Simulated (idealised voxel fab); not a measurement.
process module | voxel wiring stack
cross-section cut | 280 nm wide | cells 5 nm
A cross-section is a grid of square cells, given in bands from the top down. A band is one or more rows of cells.
Each band's line starts with the height of the band's top and of its bottom, in nm. Then come its materials from left to right, each with its width in nm. One material with "throughout" fills the band from edge to edge. "air" is empty space.
Height 0 is the level under which the wafer as received is all one material. The lowest band goes on downwards, as in "0 down".
A width such as "30 to 40" changes by the same amount from each row of cells to the next, from the band's top row to its bottom row.
"no change" after a step means that no cell of the cross-section changed.
closed voids: empty space of 8 cells or more with no open way to the top, each as width x height at its distance from the left edge, in nm
after a step's settings: what the simulator itself notes on the step
overlay nm, on a step with a mask: how far to the right of its planned place the mask lay; to the left if negative
plan
1 op RECEIVE | material Si
2 op CONFORMAL_DEP | material SiO2 | thk nm 15
3 op DIRECTIONAL_DEP | material TiN | thk nm 5
4 op DIRECTIONAL_DEP | material Ru | thk nm 25
5 op MASKED_ETCH | tone cover | mask id METAL_1 | width nm 20 | pitch nm 50 | etch materials Ru | depth nm 25 | overlay nm 0
6 op MASKED_ETCH | tone cover | mask id METAL_1 | width nm 20 | pitch nm 50 | etch materials TiN | depth nm 5 | overlay nm 0
7 op CONFORMAL_DEP | material SiCN | thk nm 5
8 op FILL_DEP | material SiO2 | thk nm 5
9 op CMP | height nm 45
10 op CONFORMAL_DEP | material SiCN | thk nm 5
11 op DIRECTIONAL_DEP | material lowk | thk nm 20
12 op PATTERN | tone open | mask id PLUG_1 | material resist | width nm 15 | pitch nm 100 | thk nm 15 | overlay nm 0
13 op DIRECTIONAL_ETCH | etch materials lowk | depth nm 20
14 op DIRECTIONAL_ETCH | etch materials SiCN | depth nm 5
15 op STRIP | etch materials resist
16 op CONFORMAL_DEP | material TiN | thk nm 5
17 op FILL_DEP | material W | thk nm 5
18 op CMP | height nm 70
19 op DIRECTIONAL_DEP | material TiN | thk nm 5
20 op DIRECTIONAL_DEP | material Ru | thk nm 20
21 op DIRECTIONAL_DEP | material aC | thk nm 10
22 op PATTERN | tone cover | mask id METAL_2 | material resist | width nm 20 | pitch nm 50 | thk nm 30 | overlay nm 0
23 op DIRECTIONAL_ETCH | etch materials aC | depth nm 10
24 op STRIP | etch materials resist
25 op DIRECTIONAL_ETCH | etch materials Ru | depth nm 20
26 op DIRECTIONAL_ETCH | etch materials TiN | depth nm 5
27 op STRIP | etch materials aC
28 op CONFORMAL_DEP | material SiN | thk nm 5
29 op FILL_DEP | material lowk | thk nm 5
30 op CMP | height nm 95
31 op CONFORMAL_DEP | material SiCN | thk nm 5
32 op DIRECTIONAL_DEP | material lowk | thk nm 25
33 op MASKED_ETCH | tone open | mask id METAL_3_HOLES | width nm 15 | pitch nm 100 | etch materials lowk | depth nm 25 | overlay nm 0
34 op PATTERN | tone open | mask id METAL_3 | material resist | width nm 20 | pitch nm 50 | thk nm 20 | overlay nm 0
35 op DIRECTIONAL_ETCH | etch materials lowk | depth nm 15
36 op DIRECTIONAL_ETCH | etch materials SiCN | depth nm 5
37 op STRIP | etch materials resist
38 op CONFORMAL_DEP | material TiN | thk nm 5
39 op FILL_DEP | material Cu | thk nm 5
40 op CMP | height nm 125
41 op CONFORMAL_DEP | material SiN | thk nm 5
as received, after step 1
  0 down: Si throughout
  closed voids: none
a wafer at the end: this start, this plan, one mistake
  130 to 125: SiN throughout
  125 to 115: lowk 80 | TiN 5 | Cu 10 | TiN 5 | lowk 30 | TiN 5 | Cu 10 | TiN 5 | lowk 30 | TiN 5 | Cu 10 | TiN 5 | lowk 80
  115 to 110: lowk 80 | TiN 5 | Cu 5 | TiN 10 | lowk 30 | TiN 20 | lowk 30 | TiN 5 | Cu 5 | TiN 10 | lowk 80
  110 to 100: lowk 80 | TiN 5 | Cu 5 | TiN 5 | lowk 85 | TiN 5 | Cu 5 | TiN 5 | lowk 85
  100 to 95: SiCN 80 | TiN 15 | SiCN 85 | TiN 15 | SiCN 85
  95 to 75: lowk 80 | SiN 5 | Ru 15 | SiN 5 | lowk 25 | SiN 5 | Ru 15 | SiN 5 | lowk 25 | SiN 5 | Ru 15 | SiN 5 | lowk 75
  75 to 70: SiN 85 | TiN 15 | SiN 35 | TiN 15 | SiN 35 | TiN 15 | SiN 80
  70 to 50: lowk 80 | TiN 5 | W 5 | TiN 5 | lowk 85 | TiN 5 | W 5 | TiN 5 | lowk 85
  50 to 45: SiCN 80 | TiN 15 | SiCN 85 | TiN 15 | SiCN 85
  45 to 20: SiO2 75 | SiCN 5 | Ru 20 | SiCN 5 | SiO2 20 | SiCN 5 | Ru 20 | SiCN 5 | SiO2 20 | SiCN 5 | Ru 20 | SiCN 5 | SiO2 75
  20 to 15: SiCN 80 | TiN 20 | SiCN 30 | TiN 20 | SiCN 30 | TiN 20 | SiCN 80
  15 to 0: SiO2 throughout
  0 down: Si throughout
  closed voids: none
what went wrong: step 22 ran as: op PATTERN | tone cover | mask id METAL_2 | material resist | width nm 15 | pitch nm 50 | thk nm 30 | overlay nm 0
